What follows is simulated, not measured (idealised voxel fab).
The process module presented herein is designated voxel air gaps.
Square cell edge 5 nm, section width 205 nm, ID cut.
Just so we're on the same page, the cross-sections are grids of square cells, and they're listed out in bands top to bottom, each band one or more rows deep.
For a band, the entry starts with two heights in nm, that of the top and then that of the bottom, and carries on with the band's materials in order from left to right, each alongside its width in nm; the word "full width" beside a single material means it fills the band edge to edge, and "empty" means empty space.
Measure heights from 0. That's the level where, below it, the as-received wafer is all one material. The lowest band is bottomless and extends downward; write it as in "0 nm and below".
Top row gets the first number, bottom row gets the second, and each row in between changes by the same step: that is how a band width like "30..40" works.
It should be understood that the words "nothing changed", when stated for a given step, signify that the cross-section underwent no change in any of its cells during that step.
Heads up: "Entrapped voids" only lists the empty pockets with no open path to the top that are 8 cells or more, and it writes them as width x height at distance, distance from the left edge, in nm.
Read whatever lies past the settings on a step's line as the simulator's own remark about the step.
"overlay nm" denotes, for a step that has a mask, the displacement of the mask to the right of its planned place, with negative values corresponding to the left.

Intended process steps
1. RECEIVE | material Si
2. CONFORMAL_DEP | material SiO2 | thk nm 15
3. CONFORMAL_DEP | material SiN | thk nm 5
4. DIRECTIONAL_DEP | material lowk | thk nm 40
5. MASKED_ETCH | tone open | mask id LINES | width nm 25 | pitch nm 55 | etch materials lowk | depth nm 40 | overlay nm 0
6. CONFORMAL_DEP | material TiN | thk nm 5
7. FILL_DEP | material Ru | thk nm 5
8. CMP | height nm 60
9. EPI | material Ru | thk nm 10
10. SELECTIVE_ETCH | etch materials lowk | depth nm 50
11. CONFORMAL_DEP | material SiCN | thk nm 5

Delivered wafer in cross-section: state after step 1
- 0 nm and below = Si full width
- Entrapped voids: none

Starting wafer: above. Plan: above. Run: one mistake. Cross-section after the module: below
- 70 nm to 60 nm = 25 nm empty, then 45 nm Ru, then 10 nm empty, then 45 nm Ru, then 10 nm empty, then 45 nm Ru, then 25 nm empty
- 60 nm to 25 nm = 35 nm empty, then 5 nm TiN, then 15 nm Ru, then 5 nm TiN, then 30 nm empty, then 5 nm TiN, then 15 nm Ru, then 5 nm TiN, then 30 nm empty, then 5 nm TiN, then 15 nm Ru, then 5 nm TiN, then 35 nm empty
- 25 nm to 20 nm = 35 nm empty, then 25 nm TiN, then 30 nm empty, then 25 nm TiN, then 30 nm empty, then 25 nm TiN, then 35 nm empty
- 20 nm to 15 nm = SiN full width
- 15 nm to 0 nm = SiO2 full width
- 0 nm and below = Si full width
- Entrapped voids: none
Diagnosis: step 11 was left out
